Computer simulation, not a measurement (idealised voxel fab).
process module | voxel quadruple lines
Xsec cut, 265 nm wide, square cell size 5 nm.
In what follows, cross-sections appear as grids of square cells, described through bands that run from the top down, where every band is one or more rows of cells. What a band's entry tells you: where the top is and where the bottom is, as heights in nm, and after that what lies inside, material by material from left to right, each with its width in nm. Empty space is written as the word "empty", and a single material marked with the word "throughout" occupies the band from edge to edge. The level at which height equals 0 is the one under which the wafer, as it arrives, is entirely one material. No lower edge exists for the bottom band, which continues downward and is notated as in "0 and below". The two numbers in a width such as "30..40" mark its ends across the band: the first belongs to the top row of cells, the second to the bottom row, and from each row to the next the width moves by the same amount. Where a step carries "remained unchanged", the cross-section came out of it unchanged, cell for cell. The entry titled "Catalogued sealed voids" provides the empty spaces that have no open way to the top, restricted to those of 8 cells or more. Each is presented as width x height at distance, the distance being measured from the left edge, with all three in nm. Where a step's line continues beyond its settings, the continuation is a remark by the simulator itself on that step. overlay nm: for a step with a mask, the amount by which the mask lay right of where it was planned; a negative amount means left of it.
### The following list gives the planned process steps
- 1: RECEIVE,material Si
- 2: CONFORMAL_DEP,material SiO2,thk nm 5
- 3: DIRECTIONAL_DEP,material W,thk nm 10
- 4: DIRECTIONAL_DEP,material polySi,thk nm 20
- 5: DIRECTIONAL_DEP,material aC,thk nm 20
- 6: PATTERN,tone cover,mask id MANDREL,material resist,width nm 25,pitch nm 80,thk nm 25,overlay nm 0
- 7: DIRECTIONAL_ETCH,etch materials aC,depth nm 20
- 8: STRIP,etch materials resist
- 9: CONFORMAL_DEP,material SiO2,thk nm 15
- 10: DIRECTIONAL_ETCH,etch materials SiO2,depth nm 15
- 11: STRIP,etch materials aC
- 12: DIRECTIONAL_ETCH,etch materials polySi,depth nm 20
- 13: STRIP,etch materials SiO2
- 14: CONFORMAL_DEP,material SiN,thk nm 5
- 15: DIRECTIONAL_ETCH,etch materials SiN,depth nm 5
- 16: STRIP,etch materials polySi
- 17: DIRECTIONAL_ETCH,etch materials W,depth nm 10
- 18: STRIP,etch materials SiN
- 19: FILL_DEP,material lowk,thk nm 10
- 20: CMP,height nm 15
### Incoming wafer in cross-section (state: after step 1)
> 0 and below = Si throughout
> Catalogued sealed voids: none
### Post-module cross-section of the first of two wafers (run per plan)
> 15 down to 5 = lowk=60; W=5; lowk=15; W=5; lowk=15; W=5; lowk=15; W=5; lowk=15; W=5; lowk=15; W=5; lowk=15; W=5; lowk=15; W=5; lowk=60
> 5 down to 0 = SiO2 throughout
> 0 and below = Si throughout
> Catalogued sealed voids: none
### Cross-sectional view of the second of two wafers upon completion of the module. This wafer shared its starting condition and process plan with the first; one error was made during its execution
> 15 down to 5 = lowk=55; W=5; lowk=15; W=5; lowk=25; W=5; lowk=15; W=5; lowk=5; W=5; lowk=15; W=5; lowk=25; W=5; lowk=15; W=5; lowk=55
> 5 down to 0 = SiO2 throughout
> 0 and below = Si throughout
> Catalogued sealed voids: none
Finding, execution versus plan: step 6 was run on a setting that differed from the plan, and what really ran there is PATTERN,tone cover,mask id MANDREL,material resist,width nm 35,pitch nm 80,thk nm 25,overlay nm 0
Both wafers, final: cells per material equal; arrangement not.
